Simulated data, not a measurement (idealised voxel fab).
Title: Process Module voxel wiring stack
It is cross-section cut that appears here, measuring 215 nm in width, its square cells being 5 nm in size.
Throughout this document, each cross-section is represented as a grid of square cells and is presented as a sequence of bands enumerated from the top downward, where a band comprises one or more rows of cells. Basically the band line says how high the top is and how high the bottom is, in nm, and then what's in it from left to right, every material with its width in nm. Empty space shows up as "blank", and if a single material carries "edge to edge" it runs the full band edge to edge. Heights from 0 (as-received wafer is one material below). Bottom band endless downward, as "0 -> down". With a width like "30..40", each row of cells in the band differs from the next by the same amount, the top row carrying the first number and the bottom row the second. Where the words "no alterations made" appear for a step, the cross-section shows no cell changed by that step; every cell remained as before. "Voids, sealed" means: voids of 8 cells or more that are shut off from the top with no open way through. Written width x height at distance, distance from the left edge, in nm. Whatever follows a step's settings on its line is a remark the simulator itself makes about that step. Regarding "overlay nm": on a step with a mask, it is the distance the mask lay to the right of its planned place; a negative value places it to the left.
The process steps that were planned are listed below:
1,op RECEIVE | material Si
2,op CONFORMAL_DEP | material SiO2 | thk nm 15
3,op DIRECTIONAL_DEP | material TiN | thk nm 5
4,op DIRECTIONAL_DEP | material Ru | thk nm 20
5,op DIRECTIONAL_DEP | material aC | thk nm 10
6,op PATTERN | tone cover | mask id METAL_1 | material resist | width nm 25 | pitch nm 50 | thk nm 30 | overlay nm 0
7,op DIRECTIONAL_ETCH | etch materials aC | depth nm 10
8,op STRIP | etch materials resist
9,op DIRECTIONAL_ETCH | etch materials Ru | depth nm 20
10,op DIRECTIONAL_ETCH | etch materials TiN | depth nm 5
11,op STRIP | etch materials aC
12,op FILL_DEP | material SiO2 | thk nm 10
13,op CMP | height nm 40
14,op CONFORMAL_DEP | material SiCN | thk nm 5
15,op DIRECTIONAL_DEP | material SiO2 | thk nm 20
16,op MASKED_ETCH | tone open | mask id PLUG_1 | width nm 15 | pitch nm 50 | etch materials SiO2 | depth nm 20 | overlay nm 0
17,op MASKED_ETCH | tone open | mask id PLUG_1 | width nm 15 | pitch nm 50 | etch materials SiCN | depth nm 5 | overlay nm 0
18,op EPI | material Ru | thk nm 10
19,op EPI | material Ru | thk nm 10
20,op EPI | material Ru | thk nm 5
21,op DIRECTIONAL_DEP | material TiN | thk nm 5
22,op DIRECTIONAL_DEP | material Ru | thk nm 15
23,op DIRECTIONAL_DEP | material aC | thk nm 10
24,op PATTERN | tone cover | mask id METAL_2 | material resist | width nm 25 | pitch nm 50 | thk nm 30 | overlay nm 0
25,op DIRECTIONAL_ETCH | etch materials aC | depth nm 10
26,op STRIP | etch materials resist
27,op DIRECTIONAL_ETCH | etch materials Ru | depth nm 15
28,op DIRECTIONAL_ETCH | etch materials TiN | depth nm 5
29,op STRIP | etch materials aC
30,op FILL_DEP | material SiO2 | thk nm 5
31,op CMP | height nm 85
32,op CONFORMAL_DEP | material SiCN | thk nm 5
33,op DIRECTIONAL_DEP | material lowk | thk nm 10
34,op MASKED_ETCH | tone open | mask id PLUG_2 | width nm 15 | pitch nm 50 | etch materials lowk | depth nm 10 | overlay nm 0
35,op MASKED_ETCH | tone open | mask id PLUG_2 | width nm 15 | pitch nm 50 | etch materials SiCN | depth nm 5 | overlay nm 0
36,op CONFORMAL_DEP | material TiN | thk nm 5
37,op FILL_DEP | material W | thk nm 5
38,op CMP | height nm 100
39,op CONFORMAL_DEP | material SiN | thk nm 5
40,op DIRECTIONAL_DEP | material SiO2 | thk nm 25
41,op PATTERN | tone open | mask id METAL_3 | material resist | width nm 25 | pitch nm 50 | thk nm 20 | overlay nm 0
42,op DIRECTIONAL_ETCH | etch materials SiO2 | depth nm 25
43,op DIRECTIONAL_ETCH | etch materials SiN | depth nm 5
44,op STRIP | etch materials resist
45,op CONFORMAL_DEP | material TiN | thk nm 5
46,op FILL_DEP | material Cu | thk nm 5
47,op CMP | height nm 130
48,op CONFORMAL_DEP | material SiCN | thk nm 5
49,op DIRECTIONAL_DEP | material SiO2 | thk nm 20
50,op MASKED_ETCH | tone open | mask id PLUG_3 | width nm 15 | etch materials SiO2 | depth nm 20 | overlay nm 0
51,op MASKED_ETCH | tone open | mask id PLUG_3 | width nm 15 | etch materials SiCN | depth nm 5 | overlay nm 0
52,op EPI | material Ru | thk nm 10
53,op EPI | material Ru | thk nm 10
54,op EPI | material Ru | thk nm 5
55,op CONFORMAL_DEP | material SiCN | thk nm 5
56,op DIRECTIONAL_DEP | material lowk | thk nm 25
57,op MASKED_ETCH | tone open | mask id METAL_4 | width nm 25 | pitch nm 50 | etch materials lowk | depth nm 25 | overlay nm 0
58,op MASKED_ETCH | tone open | mask id METAL_4 | width nm 25 | pitch nm 50 | etch materials SiCN | depth nm 5 | overlay nm 0
59,op CONFORMAL_DEP | material TiN | thk nm 5
60,op FILL_DEP | material Cu | thk nm 10
61,op CMP | height nm 185
62,op CONFORMAL_DEP | material SiN | thk nm 5
First of two wafers - as planned:
Cross-section, incoming material, after step 1:
0 -> down = Si edge to edge
Voids, sealed: none
Cross-section through the wafer, step 2 finished:
15 -> 0 = SiO2 edge to edge
Beneath the level 0, the cross-section is identical to its previous state.
Cross-section through the wafer, step 3 finished:
20 -> 15 = TiN edge to edge
Beneath the level 15, the cross-section is identical to its previous state.
Cross-section through the wafer, step 4 finished:
40 -> 20 = Ru edge to edge
Beneath the level 20, the cross-section is identical to its previous state.
Cross-section through the wafer, step 5 finished:
50 -> 40 = aC edge to edge
Beneath the level 40, the cross-section is identical to its previous state.
Cross-section through the wafer, step 6 finished:
80 -> 50 = 70 nm blank, 25 nm resist, 25 nm blank, 25 nm resist, 70 nm blank
Beneath the level 50, the cross-section is identical to its previous state.
Cross-section through the wafer, step 7 finished:
70 -> 50 = 70 nm blank, 25 nm resist, 25 nm blank, 25 nm resist, 70 nm blank
50 -> 40 = 70 nm blank, 25 nm aC, 25 nm blank, 25 nm aC, 70 nm blank
Beneath the level 40, the cross-section is identical to its previous state.
Cross-section through the wafer, step 8 finished:
50 -> 40 = 70 nm blank, 25 nm aC, 25 nm blank, 25 nm aC, 70 nm blank
Beneath the level 40, the cross-section is identical to its previous state.
Cross-section through the wafer, step 9 finished:
50 -> 40 = 70 nm blank, 25 nm aC, 25 nm blank, 25 nm aC, 70 nm blank
40 -> 20 = 70 nm blank, 25 nm Ru, 25 nm blank, 25 nm Ru, 70 nm blank
Beneath the level 20, the cross-section is identical to its previous state.
Cross-section through the wafer, step 10 finished:
50 -> 40 = 70 nm blank, 25 nm aC, 25 nm blank, 25 nm aC, 70 nm blank
40 -> 20 = 70 nm blank, 25 nm Ru, 25 nm blank, 25 nm Ru, 70 nm blank
20 -> 15 = 70 nm blank, 25 nm TiN, 25 nm blank, 25 nm TiN, 70 nm blank
Beneath the level 15, the cross-section is identical to its previous state.
Cross-section through the wafer, step 11 finished:
40 -> 20 = 70 nm blank, 25 nm Ru, 25 nm blank, 25 nm Ru, 70 nm blank
Beneath the level 20, the cross-section is identical to its previous state.
Cross-section through the wafer, step 12 finished:
50 -> 40 = SiO2 edge to edge
40 -> 20 = 70 nm SiO2, 25 nm Ru, 25 nm SiO2, 25 nm Ru, 70 nm SiO2
20 -> 15 = 70 nm SiO2, 25 nm TiN, 25 nm SiO2, 25 nm TiN, 70 nm SiO2
Beneath the level 15, the cross-section is identical to its previous state.
Cross-section through the wafer, step 13 finished:
40 -> 20 = 70 nm SiO2, 25 nm Ru, 25 nm SiO2, 25 nm Ru, 70 nm SiO2
Beneath the level 20, the cross-section is identical to its previous state.
Cross-section through the wafer, step 14 finished:
45 -> 40 = SiCN edge to edge
Beneath the level 40, the cross-section is identical to its previous state.
Cross-section through the wafer, step 15 finished:
65 -> 45 = SiO2 edge to edge
Beneath the level 45, the cross-section is identical to its previous state.
Cross-section through the wafer, step 16 finished:
65 -> 45 = 70 nm SiO2, 15 nm blank, 35 nm SiO2, 15 nm blank, 80 nm SiO2
Beneath the level 45, the cross-section is identical to its previous state.
Cross-section through the wafer, step 17 finished:
65 -> 45 = 70 nm SiO2, 15 nm blank, 35 nm SiO2, 15 nm blank, 80 nm SiO2
45 -> 40 = 70 nm SiCN, 15 nm blank, 35 nm SiCN, 15 nm blank, 80 nm SiCN
Beneath the level 40, the cross-section is identical to its previous state.
Cross-section through the wafer, step 18 finished:
65 -> 50 = 70 nm SiO2, 15 nm blank, 35 nm SiO2, 15 nm blank, 80 nm SiO2
50 -> 45 = 70 nm SiO2, 15 nm Ru, 35 nm SiO2, 15 nm Ru, 80 nm SiO2
45 -> 40 = 70 nm SiCN, 15 nm Ru, 35 nm SiCN, 15 nm Ru, 80 nm SiCN
Beneath the level 40, the cross-section is identical to its previous state.
Cross-section through the wafer, step 19 finished:
65 -> 60 = 70 nm SiO2, 15 nm blank, 35 nm SiO2, 15 nm blank, 80 nm SiO2
60 -> 45 = 70 nm SiO2, 15 nm Ru, 35 nm SiO2, 15 nm Ru, 80 nm SiO2
Beneath the level 45, the cross-section is identical to its previous state.
Cross-section through the wafer, step 20 finished:
65 -> 45 = 70 nm SiO2, 15 nm Ru, 35 nm SiO2, 15 nm Ru, 80 nm SiO2
Beneath the level 45, the cross-section is identical to its previous state.
Cross-section through the wafer, step 21 finished:
70 -> 65 = TiN edge to edge
Beneath the level 65, the cross-section is identical to its previous state.
Cross-section through the wafer, step 22 finished:
85 -> 70 = Ru edge to edge
Beneath the level 70, the cross-section is identical to its previous state.
Cross-section through the wafer, step 23 finished:
95 -> 85 = aC edge to edge
Beneath the level 85, the cross-section is identical to its previous state.
Cross-section through the wafer, step 24 finished:
125 -> 95 = 70 nm blank, 25 nm resist, 25 nm blank, 25 nm resist, 70 nm blank
Beneath the level 95, the cross-section is identical to its previous state.
Cross-section through the wafer, step 25 finished:
115 -> 95 = 70 nm blank, 25 nm resist, 25 nm blank, 25 nm resist, 70 nm blank
95 -> 85 = 70 nm blank, 25 nm aC, 25 nm blank, 25 nm aC, 70 nm blank
Beneath the level 85, the cross-section is identical to its previous state.
Cross-section through the wafer, step 26 finished:
95 -> 85 = 70 nm blank, 25 nm aC, 25 nm blank, 25 nm aC, 70 nm blank
Beneath the level 85, the cross-section is identical to its previous state.
Cross-section through the wafer, step 27 finished:
95 -> 85 = 70 nm blank, 25 nm aC, 25 nm blank, 25 nm aC, 70 nm blank
85 -> 70 = 70 nm blank, 25 nm Ru, 25 nm blank, 25 nm Ru, 70 nm blank
Beneath the level 70, the cross-section is identical to its previous state.
Cross-section through the wafer, step 28 finished:
95 -> 85 = 70 nm blank, 25 nm aC, 25 nm blank, 25 nm aC, 70 nm blank
85 -> 70 = 70 nm blank, 25 nm Ru, 25 nm blank, 25 nm Ru, 70 nm blank
70 -> 65 = 70 nm blank, 25 nm TiN, 25 nm blank, 25 nm TiN, 70 nm blank
Beneath the level 65, the cross-section is identical to its previous state.
Cross-section through the wafer, step 29 finished:
85 -> 70 = 70 nm blank, 25 nm Ru, 25 nm blank, 25 nm Ru, 70 nm blank
Beneath the level 70, the cross-section is identical to its previous state.
Cross-section through the wafer, step 30 finished:
90 -> 85 = SiO2 edge to edge
85 -> 70 = 70 nm SiO2, 25 nm Ru, 25 nm SiO2, 25 nm Ru, 70 nm SiO2
70 -> 65 = 70 nm SiO2, 25 nm TiN, 25 nm SiO2, 25 nm TiN, 70 nm SiO2
Beneath the level 65, the cross-section is identical to its previous state.
Cross-section through the wafer, step 31 finished:
85 -> 70 = 70 nm SiO2, 25 nm Ru, 25 nm SiO2, 25 nm Ru, 70 nm SiO2
Beneath the level 70, the cross-section is identical to its previous state.
Cross-section through the wafer, step 32 finished:
90 -> 85 = SiCN edge to edge
Beneath the level 85, the cross-section is identical to its previous state.
Cross-section through the wafer, step 33 finished:
100 -> 90 = lowk edge to edge
Beneath the level 90, the cross-section is identical to its previous state.
Cross-section through the wafer, step 34 finished:
100 -> 90 = 70 nm lowk, 15 nm blank, 35 nm lowk, 15 nm blank, 80 nm lowk
Beneath the level 90, the cross-section is identical to its previous state.
Cross-section through the wafer, step 35 finished:
100 -> 90 = 70 nm lowk, 15 nm blank, 35 nm lowk, 15 nm blank, 80 nm lowk
90 -> 85 = 70 nm SiCN, 15 nm blank, 35 nm SiCN, 15 nm blank, 80 nm SiCN
Beneath the level 85, the cross-section is identical to its previous state.
Cross-section through the wafer, step 36 finished:
105 -> 100 = 75 nm TiN, 5 nm blank, 45 nm TiN, 5 nm blank, 85 nm TiN
100 -> 90 = 70 nm lowk, 5 nm TiN, 5 nm blank, 5 nm TiN, 35 nm lowk, 5 nm TiN, 5 nm blank, 5 nm TiN, 80 nm lowk
90 -> 85 = 70 nm SiCN, 15 nm TiN, 35 nm SiCN, 15 nm TiN, 80 nm SiCN
Beneath the level 85, the cross-section is identical to its previous state.
Cross-section through the wafer, step 37 finished:
110 -> 105 = W edge to edge
105 -> 100 = 75 nm TiN, 5 nm W, 45 nm TiN, 5 nm W, 85 nm TiN
100 -> 90 = 70 nm lowk, 5 nm TiN, 5 nm W, 5 nm TiN, 35 nm lowk, 5 nm TiN, 5 nm W, 5 nm TiN, 80 nm lowk
Beneath the level 90, the cross-section is identical to its previous state.
Cross-section through the wafer, step 38 finished:
100 -> 90 = 70 nm lowk, 5 nm TiN, 5 nm W, 5 nm TiN, 35 nm lowk, 5 nm TiN, 5 nm W, 5 nm TiN, 80 nm lowk
Beneath the level 90, the cross-section is identical to its previous state.
Cross-section through the wafer, step 39 finished:
105 -> 100 = SiN edge to edge
Beneath the level 100, the cross-section is identical to its previous state.
Cross-section through the wafer, step 40 finished:
130 -> 105 = SiO2 edge to edge
Beneath the level 105, the cross-section is identical to its previous state.
Cross-section through the wafer, step 41 finished:
150 -> 130 = 70 nm resist, 25 nm blank, 25 nm resist, 25 nm blank, 70 nm resist
Beneath the level 130, the cross-section is identical to its previous state.
Cross-section through the wafer, step 42 finished:
150 -> 130 = 70 nm resist, 25 nm blank, 25 nm resist, 25 nm blank, 70 nm resist
130 -> 105 = 70 nm SiO2, 25 nm blank, 25 nm SiO2, 25 nm blank, 70 nm SiO2
Beneath the level 105, the cross-section is identical to its previous state.
Cross-section through the wafer, step 43 finished:
150 -> 130 = 70 nm resist, 25 nm blank, 25 nm resist, 25 nm blank, 70 nm resist
130 -> 105 = 70 nm SiO2, 25 nm blank, 25 nm SiO2, 25 nm blank, 70 nm SiO2
105 -> 100 = 70 nm SiN, 25 nm blank, 25 nm SiN, 25 nm blank, 70 nm SiN
Beneath the level 100, the cross-section is identical to its previous state.
Cross-section through the wafer, step 44 finished:
130 -> 105 = 70 nm SiO2, 25 nm blank, 25 nm SiO2, 25 nm blank, 70 nm SiO2
Beneath the level 105, the cross-section is identical to its previous state.
Cross-section through the wafer, step 45 finished:
135 -> 130 = 75 nm TiN, 15 nm blank, 35 nm TiN, 15 nm blank, 75 nm TiN
130 -> 105 = 70 nm SiO2, 5 nm TiN, 15 nm blank, 5 nm TiN, 25 nm SiO2, 5 nm TiN, 15 nm blank, 5 nm TiN, 70 nm SiO2
105 -> 100 = 70 nm SiN, 25 nm TiN, 25 nm SiN, 25 nm TiN, 70 nm SiN
Beneath the level 100, the cross-section is identical to its previous state.
Cross-section through the wafer, step 46 finished:
140 -> 135 = Cu edge to edge
135 -> 130 = 75 nm TiN, 15 nm Cu, 35 nm TiN, 15 nm Cu, 75 nm TiN
130 -> 105 = 70 nm SiO2, 5 nm TiN, 15 nm Cu, 5 nm TiN, 25 nm SiO2, 5 nm TiN, 15 nm Cu, 5 nm TiN, 70 nm SiO2
Beneath the level 105, the cross-section is identical to its previous state.
Cross-section through the wafer, step 47 finished:
130 -> 105 = 70 nm SiO2, 5 nm TiN, 15 nm Cu, 5 nm TiN, 25 nm SiO2, 5 nm TiN, 15 nm Cu, 5 nm TiN, 70 nm SiO2
Beneath the level 105, the cross-section is identical to its previous state.
Cross-section through the wafer, step 48 finished:
135 -> 130 = SiCN edge to edge
Beneath the level 130, the cross-section is identical to its previous state.
Cross-section through the wafer, step 49 finished:
155 -> 135 = SiO2 edge to edge
Beneath the level 135, the cross-section is identical to its previous state.
Cross-section through the wafer, step 50 finished:
155 -> 135 = 70 nm SiO2, 15 nm blank, 130 nm SiO2
Beneath the level 135, the cross-section is identical to its previous state.
Cross-section through the wafer, step 51 finished:
155 -> 135 = 70 nm SiO2, 15 nm blank, 130 nm SiO2
135 -> 130 = 70 nm SiCN, 15 nm blank, 130 nm SiCN
Beneath the level 130, the cross-section is identical to its previous state.
Cross-section through the wafer, step 52 finished:
155 -> 140 = 70 nm SiO2, 15 nm blank, 130 nm SiO2
140 -> 135 = 70 nm SiO2, 15 nm Ru, 130 nm SiO2
135 -> 130 = 70 nm SiCN, 15 nm Ru, 130 nm SiCN
Beneath the level 130, the cross-section is identical to its previous state.
Cross-section through the wafer, step 53 finished:
155 -> 150 = 70 nm SiO2, 15 nm blank, 130 nm SiO2
150 -> 135 = 70 nm SiO2, 15 nm Ru, 130 nm SiO2
Beneath the level 135, the cross-section is identical to its previous state.
Cross-section through the wafer, step 54 finished:
155 -> 135 = 70 nm SiO2, 15 nm Ru, 130 nm SiO2
Beneath the level 135, the cross-section is identical to its previous state.
Cross-section through the wafer, step 55 finished:
160 -> 155 = SiCN edge to edge
Beneath the level 155, the cross-section is identical to its previous state.
Cross-section through the wafer, step 56 finished:
185 -> 160 = lowk edge to edge
Beneath the level 160, the cross-section is identical to its previous state.
Cross-section through the wafer, step 57 finished:
185 -> 160 = 70 nm lowk, 25 nm blank, 25 nm lowk, 25 nm blank, 70 nm lowk
Beneath the level 160, the cross-section is identical to its previous state.
Cross-section through the wafer, step 58 finished:
185 -> 160 = 70 nm lowk, 25 nm blank, 25 nm lowk, 25 nm blank, 70 nm lowk
160 -> 155 = 70 nm SiCN, 25 nm blank, 25 nm SiCN, 25 nm blank, 70 nm SiCN
Beneath the level 155, the cross-section is identical to its previous state.
Cross-section through the wafer, step 59 finished:
190 -> 185 = 75 nm TiN, 15 nm blank, 35 nm TiN, 15 nm blank, 75 nm TiN
185 -> 160 = 70 nm lowk, 5 nm TiN, 15 nm blank, 5 nm TiN, 25 nm lowk, 5 nm TiN, 15 nm blank, 5 nm TiN, 70 nm lowk
160 -> 155 = 70 nm SiCN, 25 nm TiN, 25 nm SiCN, 25 nm TiN, 70 nm SiCN
Beneath the level 155, the cross-section is identical to its previous state.
Cross-section through the wafer, step 60 finished:
200 -> 190 = Cu edge to edge
190 -> 185 = 75 nm TiN, 15 nm Cu, 35 nm TiN, 15 nm Cu, 75 nm TiN
185 -> 160 = 70 nm lowk, 5 nm TiN, 15 nm Cu, 5 nm TiN, 25 nm lowk, 5 nm TiN, 15 nm Cu, 5 nm TiN, 70 nm lowk
Beneath the level 160, the cross-section is identical to its previous state.
Cross-section through the wafer, step 61 finished:
185 -> 160 = 70 nm lowk, 5 nm TiN, 15 nm Cu, 5 nm TiN, 25 nm lowk, 5 nm TiN, 15 nm Cu, 5 nm TiN, 70 nm lowk
Beneath the level 160, the cross-section is identical to its previous state.
Cross-section through the wafer, step 62 finished:
190 -> 185 = SiN edge to edge
Beneath the level 185, the cross-section is identical to its previous state.
Okay, second wafer. Nothing different at the start, nothing different in the plan, just one mistake somewhere in the running. As far as step 21, counting that step, it's the first wafer all over again:
Cross-sectional view of the second wafer at the intended end time of process step 22:
85 -> 70 = SiO2 edge to edge
Beneath the level 70, the cross-section is identical to its previous state.
Cross-sectional view of the second wafer at the intended end time of process step 23:
95 -> 85 = aC edge to edge
Beneath the level 85, the cross-section is identical to its previous state.
Cross-sectional view of the second wafer at the intended end time of process step 24:
125 -> 95 = 70 nm blank, 25 nm resist, 25 nm blank, 25 nm resist, 70 nm blank
Beneath the level 95, the cross-section is identical to its previous state.
Cross-sectional view of the second wafer at the intended end time of process step 25:
115 -> 95 = 70 nm blank, 25 nm resist, 25 nm blank, 25 nm resist, 70 nm blank
95 -> 85 = 70 nm blank, 25 nm aC, 25 nm blank, 25 nm aC, 70 nm blank
Beneath the level 85, the cross-section is identical to its previous state.
Cross-sectional view of the second wafer at the intended end time of process step 26:
95 -> 85 = 70 nm blank, 25 nm aC, 25 nm blank, 25 nm aC, 70 nm blank
Beneath the level 85, the cross-section is identical to its previous state.
Cross-sectional view of the second wafer at the intended end time of process step 27: no alterations made
Cross-sectional view of the second wafer at the intended end time of process step 28: no alterations made
Cross-sectional view of the second wafer at the intended end time of process step 29:
85 -> 70 = SiO2 edge to edge
Beneath the level 70, the cross-section is identical to its previous state.
Cross-sectional view of the second wafer at the intended end time of process step 30:
90 -> 70 = SiO2 edge to edge
Beneath the level 70, the cross-section is identical to its previous state.
Cross-sectional view of the second wafer at the intended end time of process step 31:
85 -> 70 = SiO2 edge to edge
Beneath the level 70, the cross-section is identical to its previous state.
Cross-sectional view of the second wafer at the intended end time of process step 32:
90 -> 85 = SiCN edge to edge
Beneath the level 85, the cross-section is identical to its previous state.
Cross-sectional view of the second wafer at the intended end time of process step 33:
100 -> 90 = lowk edge to edge
Beneath the level 90, the cross-section is identical to its previous state.
Cross-sectional view of the second wafer at the intended end time of process step 34:
100 -> 90 = 70 nm lowk, 15 nm blank, 35 nm lowk, 15 nm blank, 80 nm lowk
Beneath the level 90, the cross-section is identical to its previous state.
Cross-sectional view of the second wafer at the intended end time of process step 35:
100 -> 90 = 70 nm lowk, 15 nm blank, 35 nm lowk, 15 nm blank, 80 nm lowk
90 -> 85 = 70 nm SiCN, 15 nm blank, 35 nm SiCN, 15 nm blank, 80 nm SiCN
Beneath the level 85, the cross-section is identical to its previous state.
Cross-sectional view of the second wafer at the intended end time of process step 36:
105 -> 100 = 75 nm TiN, 5 nm blank, 45 nm TiN, 5 nm blank, 85 nm TiN
100 -> 90 = 70 nm lowk, 5 nm TiN, 5 nm blank, 5 nm TiN, 35 nm lowk, 5 nm TiN, 5 nm blank, 5 nm TiN, 80 nm lowk
90 -> 85 = 70 nm SiCN, 15 nm TiN, 35 nm SiCN, 15 nm TiN, 80 nm SiCN
Beneath the level 85, the cross-section is identical to its previous state.
Cross-sectional view of the second wafer at the intended end time of process step 37:
110 -> 105 = W edge to edge
105 -> 100 = 75 nm TiN, 5 nm W, 45 nm TiN, 5 nm W, 85 nm TiN
100 -> 90 = 70 nm lowk, 5 nm TiN, 5 nm W, 5 nm TiN, 35 nm lowk, 5 nm TiN, 5 nm W, 5 nm TiN, 80 nm lowk
Beneath the level 90, the cross-section is identical to its previous state.
Cross-sectional view of the second wafer at the intended end time of process step 38:
100 -> 90 = 70 nm lowk, 5 nm TiN, 5 nm W, 5 nm TiN, 35 nm lowk, 5 nm TiN, 5 nm W, 5 nm TiN, 80 nm lowk
Beneath the level 90, the cross-section is identical to its previous state.
Cross-sectional view of the second wafer at the intended end time of process step 39:
105 -> 100 = SiN edge to edge
Beneath the level 100, the cross-section is identical to its previous state.
Cross-sectional view of the second wafer at the intended end time of process step 40:
130 -> 105 = SiO2 edge to edge
Beneath the level 105, the cross-section is identical to its previous state.
Cross-sectional view of the second wafer at the intended end time of process step 41:
150 -> 130 = 70 nm resist, 25 nm blank, 25 nm resist, 25 nm blank, 70 nm resist
Beneath the level 130, the cross-section is identical to its previous state.
Cross-sectional view of the second wafer at the intended end time of process step 42:
150 -> 130 = 70 nm resist, 25 nm blank, 25 nm resist, 25 nm blank, 70 nm resist
130 -> 105 = 70 nm SiO2, 25 nm blank, 25 nm SiO2, 25 nm blank, 70 nm SiO2
Beneath the level 105, the cross-section is identical to its previous state.
Cross-sectional view of the second wafer at the intended end time of process step 43:
150 -> 130 = 70 nm resist, 25 nm blank, 25 nm resist, 25 nm blank, 70 nm resist
130 -> 105 = 70 nm SiO2, 25 nm blank, 25 nm SiO2, 25 nm blank, 70 nm SiO2
105 -> 100 = 70 nm SiN, 25 nm blank, 25 nm SiN, 25 nm blank, 70 nm SiN
Beneath the level 100, the cross-section is identical to its previous state.
Cross-sectional view of the second wafer at the intended end time of process step 44:
130 -> 105 = 70 nm SiO2, 25 nm blank, 25 nm SiO2, 25 nm blank, 70 nm SiO2
Beneath the level 105, the cross-section is identical to its previous state.
Cross-sectional view of the second wafer at the intended end time of process step 45:
135 -> 130 = 75 nm TiN, 15 nm blank, 35 nm TiN, 15 nm blank, 75 nm TiN
130 -> 105 = 70 nm SiO2, 5 nm TiN, 15 nm blank, 5 nm TiN, 25 nm SiO2, 5 nm TiN, 15 nm blank, 5 nm TiN, 70 nm SiO2
105 -> 100 = 70 nm SiN, 25 nm TiN, 25 nm SiN, 25 nm TiN, 70 nm SiN
Beneath the level 100, the cross-section is identical to its previous state.
Cross-sectional view of the second wafer at the intended end time of process step 46:
140 -> 135 = Cu edge to edge
135 -> 130 = 75 nm TiN, 15 nm Cu, 35 nm TiN, 15 nm Cu, 75 nm TiN
130 -> 105 = 70 nm SiO2, 5 nm TiN, 15 nm Cu, 5 nm TiN, 25 nm SiO2, 5 nm TiN, 15 nm Cu, 5 nm TiN, 70 nm SiO2
Beneath the level 105, the cross-section is identical to its previous state.
Cross-sectional view of the second wafer at the intended end time of process step 47:
130 -> 105 = 70 nm SiO2, 5 nm TiN, 15 nm Cu, 5 nm TiN, 25 nm SiO2, 5 nm TiN, 15 nm Cu, 5 nm TiN, 70 nm SiO2
Beneath the level 105, the cross-section is identical to its previous state.
Cross-sectional view of the second wafer at the intended end time of process step 48:
135 -> 130 = SiCN edge to edge
Beneath the level 130, the cross-section is identical to its previous state.
Cross-sectional view of the second wafer at the intended end time of process step 49:
155 -> 135 = SiO2 edge to edge
Beneath the level 135, the cross-section is identical to its previous state.
Cross-sectional view of the second wafer at the intended end time of process step 50:
155 -> 135 = 70 nm SiO2, 15 nm blank, 130 nm SiO2
Beneath the level 135, the cross-section is identical to its previous state.
Cross-sectional view of the second wafer at the intended end time of process step 51:
155 -> 135 = 70 nm SiO2, 15 nm blank, 130 nm SiO2
135 -> 130 = 70 nm SiCN, 15 nm blank, 130 nm SiCN
Beneath the level 130, the cross-section is identical to its previous state.
Cross-sectional view of the second wafer at the intended end time of process step 52:
155 -> 140 = 70 nm SiO2, 15 nm blank, 130 nm SiO2
140 -> 135 = 70 nm SiO2, 15 nm Ru, 130 nm SiO2
135 -> 130 = 70 nm SiCN, 15 nm Ru, 130 nm SiCN
Beneath the level 130, the cross-section is identical to its previous state.
Cross-sectional view of the second wafer at the intended end time of process step 53:
155 -> 150 = 70 nm SiO2, 15 nm blank, 130 nm SiO2
150 -> 135 = 70 nm SiO2, 15 nm Ru, 130 nm SiO2
Beneath the level 135, the cross-section is identical to its previous state.
Cross-sectional view of the second wafer at the intended end time of process step 54:
155 -> 135 = 70 nm SiO2, 15 nm Ru, 130 nm SiO2
Beneath the level 135, the cross-section is identical to its previous state.
Cross-sectional view of the second wafer at the intended end time of process step 55:
160 -> 155 = SiCN edge to edge
Beneath the level 155, the cross-section is identical to its previous state.
Cross-sectional view of the second wafer at the intended end time of process step 56:
185 -> 160 = lowk edge to edge
Beneath the level 160, the cross-section is identical to its previous state.
Cross-sectional view of the second wafer at the intended end time of process step 57:
185 -> 160 = 70 nm lowk, 25 nm blank, 25 nm lowk, 25 nm blank, 70 nm lowk
Beneath the level 160, the cross-section is identical to its previous state.
Cross-sectional view of the second wafer at the intended end time of process step 58:
185 -> 160 = 70 nm lowk, 25 nm blank, 25 nm lowk, 25 nm blank, 70 nm lowk
160 -> 155 = 70 nm SiCN, 25 nm blank, 25 nm SiCN, 25 nm blank, 70 nm SiCN
Beneath the level 155, the cross-section is identical to its previous state.
Cross-sectional view of the second wafer at the intended end time of process step 59:
190 -> 185 = 75 nm TiN, 15 nm blank, 35 nm TiN, 15 nm blank, 75 nm TiN
185 -> 160 = 70 nm lowk, 5 nm TiN, 15 nm blank, 5 nm TiN, 25 nm lowk, 5 nm TiN, 15 nm blank, 5 nm TiN, 70 nm lowk
160 -> 155 = 70 nm SiCN, 25 nm TiN, 25 nm SiCN, 25 nm TiN, 70 nm SiCN
Beneath the level 155, the cross-section is identical to its previous state.
Cross-sectional view of the second wafer at the intended end time of process step 60:
200 -> 190 = Cu edge to edge
190 -> 185 = 75 nm TiN, 15 nm Cu, 35 nm TiN, 15 nm Cu, 75 nm TiN
185 -> 160 = 70 nm lowk, 5 nm TiN, 15 nm Cu, 5 nm TiN, 25 nm lowk, 5 nm TiN, 15 nm Cu, 5 nm TiN, 70 nm lowk
Beneath the level 160, the cross-section is identical to its previous state.
Cross-sectional view of the second wafer at the intended end time of process step 61:
185 -> 160 = 70 nm lowk, 5 nm TiN, 15 nm Cu, 5 nm TiN, 25 nm lowk, 5 nm TiN, 15 nm Cu, 5 nm TiN, 70 nm lowk
Beneath the level 160, the cross-section is identical to its previous state.
Cross-sectional view of the second wafer at the intended end time of process step 62:
190 -> 185 = SiN edge to edge
Beneath the level 185, the cross-section is identical to its previous state.
Deviation noted in wafer processing: step 22 off recipe, ran as op DIRECTIONAL_DEP | material SiO2 | thk nm 15
Per the end-of-run cell counts, the second wafer holds more or fewer of some materials than the first: 30 fewer of Ru; 3 fewer of SiO2; 33 more of TiN
